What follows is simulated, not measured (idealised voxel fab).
process module | voxel self aligned vias
cross-section cut | 295 nm wide | cells 5 nm
A cross-section is a grid of square cells, given in bands from the top down. A band is one or more rows of cells.
Each band's line starts with the height of the band's top and of its bottom, in nm. Then come its materials from left to right, each with its width in nm. One material with "throughout" fills the band from edge to edge. "air" is empty space.
Height 0 is the level under which the wafer as received is all one material. The lowest band goes on downwards, as in "0 down".
A width such as "30 to 40" changes by the same amount from each row of cells to the next, from the band's top row to its bottom row.
"no change" after a step means that no cell of the cross-section changed.
closed voids: empty space of 8 cells or more with no open way to the top, each as width x height at its distance from the left edge, in nm
after a step's settings: what the simulator itself notes on the step
overlay nm, on a step with a mask: how far to the right of its planned place the mask lay; to the left if negative
plan
1 op RECEIVE | material Si
2 op CONFORMAL_DEP | material SiO2 | thk nm 15
3 op CONFORMAL_DEP | material SiCN | thk nm 5
4 op DIRECTIONAL_DEP | material lowk | thk nm 20
5 op PATTERN | tone open | mask id LINES | material resist | width nm 30 | pitch nm 55 | thk nm 15 | overlay nm 0
6 op DIRECTIONAL_ETCH | etch materials lowk | depth nm 20
7 op STRIP | etch materials resist
8 op CONFORMAL_DEP | material TiN | thk nm 5
9 op FILL_DEP | material W | thk nm 10
10 op CMP | height nm 40
11 op SELECTIVE_ETCH | etch materials W Ru TiN | depth nm 5
12 op FILL_DEP | material SiN | thk nm 5
13 op CMP | height nm 40
14 op DIRECTIONAL_DEP | material lowk | thk nm 15
15 op MASKED_ETCH | tone open | mask id VIAS | width nm 40 | pitch nm 110 | etch materials lowk | depth nm 15 | overlay nm 0
16 op MASKED_ETCH | tone open | mask id VIAS | width nm 40 | pitch nm 110 | etch materials SiN | depth nm 5 | overlay nm 0
17 op CONFORMAL_DEP | material TiN | thk nm 5
18 op FILL_DEP | material W | thk nm 5
19 op CMP | height nm 55
20 op CONFORMAL_DEP | material SiCN | thk nm 5
first wafer, as planned
as received, after step 1
  0 down: Si throughout
  closed voids: none
after step 2
  15 to 0: SiO2 throughout
  below 0: unchanged
after step 3
  20 to 15: SiCN throughout
  below 15: unchanged
after step 4
  40 to 20: lowk throughout
  below 20: unchanged
after step 5
  55 to 40: resist 75 | air 30 | resist 25 | air 30 | resist 25 | air 30 | resist 80
  below 40: unchanged
after step 6
  55 to 40: resist 75 | air 30 | resist 25 | air 30 | resist 25 | air 30 | resist 80
  40 to 20: lowk 75 | air 30 | lowk 25 | air 30 | lowk 25 | air 30 | lowk 80
  below 20: unchanged
after step 7
  40 to 20: lowk 75 | air 30 | lowk 25 | air 30 | lowk 25 | air 30 | lowk 80
  below 20: unchanged
after step 8
  45 to 40: TiN 80 | air 20 | TiN 35 | air 20 | TiN 35 | air 20 | TiN 85
  40 to 25: lowk 75 | TiN 5 | air 20 | TiN 5 | lowk 25 | TiN 5 | air 20 | TiN 5 | lowk 25 | TiN 5 | air 20 | TiN 5 | lowk 80
  25 to 20: lowk 75 | TiN 30 | lowk 25 | TiN 30 | lowk 25 | TiN 30 | lowk 80
  below 20: unchanged
after step 9
  55 to 45: W throughout
  45 to 40: TiN 80 | W 20 | TiN 35 | W 20 | TiN 35 | W 20 | TiN 85
  40 to 25: lowk 75 | TiN 5 | W 20 | TiN 5 | lowk 25 | TiN 5 | W 20 | TiN 5 | lowk 25 | TiN 5 | W 20 | TiN 5 | lowk 80
  below 25: unchanged
after step 10
  40 to 25: lowk 75 | TiN 5 | W 20 | TiN 5 | lowk 25 | TiN 5 | W 20 | TiN 5 | lowk 25 | TiN 5 | W 20 | TiN 5 | lowk 80
  below 25: unchanged
after step 11
  40 to 35: lowk 75 | air 30 | lowk 25 | air 30 | lowk 25 | air 30 | lowk 80
  below 35: unchanged
after step 12
  45 to 40: SiN throughout
  40 to 35: lowk 75 | SiN 30 | lowk 25 | SiN 30 | lowk 25 | SiN 30 | lowk 80
  below 35: unchanged
after step 13
  40 to 35: lowk 75 | SiN 30 | lowk 25 | SiN 30 | lowk 25 | SiN 30 | lowk 80
  below 35: unchanged
after step 14
  55 to 40: lowk throughout
  below 40: unchanged
after step 15
  55 to 40: lowk 70 | air 40 | lowk 70 | air 40 | lowk 75
  below 40: unchanged
after step 16
  55 to 40: lowk 70 | air 40 | lowk 70 | air 40 | lowk 75
  40 to 35: lowk 75 | air 30 | lowk 25 | SiN 30 | lowk 25 | air 30 | lowk 80
  below 35: unchanged
after step 17
  60 to 55: TiN 75 | air 30 | TiN 80 | air 30 | TiN 80
  55 to 45: lowk 70 | TiN 5 | air 30 | TiN 5 | lowk 70 | TiN 5 | air 30 | TiN 5 | lowk 75
  45 to 40: lowk 70 | TiN 10 | air 20 | TiN 10 | lowk 70 | TiN 10 | air 20 | TiN 10 | lowk 75
  40 to 35: lowk 75 | TiN 30 | lowk 25 | SiN 30 | lowk 25 | TiN 30 | lowk 80
  below 35: unchanged
after step 18
  65 to 60: W throughout
  60 to 55: TiN 75 | W 30 | TiN 80 | W 30 | TiN 80
  55 to 45: lowk 70 | TiN 5 | W 30 | TiN 5 | lowk 70 | TiN 5 | W 30 | TiN 5 | lowk 75
  45 to 40: lowk 70 | TiN 10 | W 20 | TiN 10 | lowk 70 | TiN 10 | W 20 | TiN 10 | lowk 75
  below 40: unchanged
after step 19
  55 to 45: lowk 70 | TiN 5 | W 30 | TiN 5 | lowk 70 | TiN 5 | W 30 | TiN 5 | lowk 75
  below 45: unchanged
after step 20
  60 to 55: SiCN throughout
  below 55: unchanged
second wafer: like start, like plan, one mistake. Through step 2 it matches the first wafer
when step 3 should have ended
  35 to 15: lowk throughout
  below 15: unchanged
when step 4 should have ended
  40 to 35: SiCN throughout
  below 35: unchanged
when step 5 should have ended
  55 to 40: resist 75 | air 30 | resist 25 | air 30 | resist 25 | air 30 | resist 80
  below 40: unchanged
when step 6 should have ended: no change
when step 7 should have ended
  40 to 35: SiCN throughout
  below 35: unchanged
when step 8 should have ended
  45 to 40: TiN throughout
  below 40: unchanged
when step 9 should have ended
  55 to 45: W throughout
  below 45: unchanged
when step 10 should have ended
  40 to 35: SiCN throughout
  below 35: unchanged
when step 11 should have ended: no change
when step 12 should have ended
  45 to 40: SiN throughout
  below 40: unchanged
when step 13 should have ended
  40 to 35: SiCN throughout
  below 35: unchanged
when step 14 should have ended
  55 to 40: lowk throughout
  below 40: unchanged
when step 15 should have ended
  55 to 40: lowk 70 | air 40 | lowk 70 | air 40 | lowk 75
  below 40: unchanged
when step 16 should have ended: no change
when step 17 should have ended
  60 to 55: TiN 75 | air 30 | TiN 80 | air 30 | TiN 80
  55 to 45: lowk 70 | TiN 5 | air 30 | TiN 5 | lowk 70 | TiN 5 | air 30 | TiN 5 | lowk 75
  45 to 40: lowk 70 | TiN 40 | lowk 70 | TiN 40 | lowk 75
  below 40: unchanged
when step 18 should have ended
  65 to 60: W throughout
  60 to 55: TiN 75 | W 30 | TiN 80 | W 30 | TiN 80
  55 to 45: lowk 70 | TiN 5 | W 30 | TiN 5 | lowk 70 | TiN 5 | W 30 | TiN 5 | lowk 75
  below 45: unchanged
when step 19 should have ended
  55 to 45: lowk 70 | TiN 5 | W 30 | TiN 5 | lowk 70 | TiN 5 | W 30 | TiN 5 | lowk 75
  below 45: unchanged
when step 20 should have ended
  60 to 55: SiCN throughout
  below 55: unchanged
what went wrong: steps 3 and 4 were swapped
at the end the second wafer has, in cells: 6 fewer of SiN | 34 fewer of TiN | 32 fewer of W | 72 more of lowk
